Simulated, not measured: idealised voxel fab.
The following process module bears the name voxel ribs on slabs.
Section cut is 155 nm wide and gridded with 5 nm square cells.
Bands, listed from the top down, are how a cross-section gets written in this document; the cross-section itself is a grid of square cells, and a band is one or more rows of them.
Band entry format. Leading values: height of top, height of bottom, nm. Remainder: materials in left-to-right order, each with its width in nm. Special words: "full width" on a single material, which then fills the band edge to edge; "empty", empty space.
Height 0 is the level under which the wafer as received is all one material. The lowest band goes on downwards, as in "top 0, no bottom".
You'd read "30->40" like this: the band's top row of cells is as wide as the first number, its bottom row is as wide as the second, and going down, every row changes width by the same amount as the row before did.
Basically "identical to before" means that step didn't change any cell in the cross-section.
"Completely sealed voids" specifies each empty space that is not open to the top and that occupies no fewer than 8 cells, using the form width x height at distance, the distance measured from the left edge and all three quantities in nm.
Whatever follows a step's settings on its line is a remark the simulator itself makes about that step.
Each step line may optionally specify "overlay nm", which for a step with a mask gives the rightward distance between the mask's planned place and where it lay, a negative value indicating the leftward direction.
**Listed below are the process steps as planned**
1 op RECEIVE | material Si
2 op DIRECTIONAL_DEP | material SiO2 | thk nm 20
3 op DIRECTIONAL_DEP | material SiN | thk nm 20
4 op DIRECTIONAL_DEP | material aC | thk nm 10
5 op PATTERN | tone cover | mask id RIB | material resist | width nm 15 | thk nm 25 | overlay nm 0
6 op DIRECTIONAL_ETCH | etch materials aC | depth nm 10
7 op STRIP | etch materials resist
8 op DIRECTIONAL_ETCH | etch materials SiN | depth nm 5
9 op STRIP | etch materials aC
10 op MASKED_ETCH | tone cover | mask id SLAB | width nm 55 | etch materials SiN | depth nm 15 | overlay nm 0
11 op FILL_DEP | material SiO2 | thk nm 25
12 op CMP | height nm 60
13 op DIRECTIONAL_DEP | material TiN | thk nm 5
14 op DIRECTIONAL_DEP | material aC | thk nm 15
15 op PATTERN | tone cover | mask id HEATER | material resist | width nm 25 | thk nm 35 | overlay nm 0
16 op DIRECTIONAL_ETCH | etch materials aC | depth nm 15
17 op STRIP | etch materials resist
18 op DIRECTIONAL_ETCH | etch materials TiN | depth nm 5
19 op STRIP | etch materials aC
20 op CONFORMAL_DEP | material SiN | thk nm 5
Quick note for whoever runs this: the wafers start identical, but the width nm at step 10 isn't the same across them. The plan just shows what the first wafer had.
**The first of several wafers as received, shown in cross-section; this is its state after step 1**
top 0, no bottom  Si full width
Completely sealed voids: none
**Cross-section, first of several wafers, end of module, after last step 20**
top 70, bottom 65  60 empty | 35 SiN | 60 empty
top 65, bottom 60  65 SiN | 25 TiN | 65 SiN
top 60, bottom 40  SiO2 full width
top 40, bottom 35  70 SiO2 | 15 SiN | 70 SiO2
top 35, bottom 20  50 SiO2 | 55 SiN | 50 SiO2
top 20, bottom 0  SiO2 full width
top 0, no bottom  Si full width
Completely sealed voids: none
**Last wafer of the set, cross-sectioned at end of module**
top 70, bottom 65  60 empty | 35 SiN | 60 empty
top 65, bottom 60  65 SiN | 25 TiN | 65 SiN
top 60, bottom 40  SiO2 full width
top 40, bottom 35  70 SiO2 | 15 SiN | 70 SiO2
top 35, bottom 20  40 SiO2 | 80 SiN | 35 SiO2
top 20, bottom 0  SiO2 full width
top 0, no bottom  Si full width
Completely sealed voids: none
**For your reference, the table is organized with a row per wafer; each row reflects the wafer at the end of the module, indicating for each material the cells gained (+) or lost (-) since receipt, and thereafter its closed voids**
width nm 55; +69 SiN; +336 SiO2; +5 TiN; Completely sealed voids: none
width nm 60; +72 SiN; +333 SiO2; +5 TiN; Completely sealed voids: none
width nm 65; +75 SiN; +330 SiO2; +5 TiN; Completely sealed voids: none
width nm 70; +78 SiN; +327 SiO2; +5 TiN; Completely sealed voids: none
width nm 75; +81 SiN; +324 SiO2; +5 TiN; Completely sealed voids: none
width nm 80; +84 SiN; +321 SiO2; +5 TiN; Completely sealed voids: none
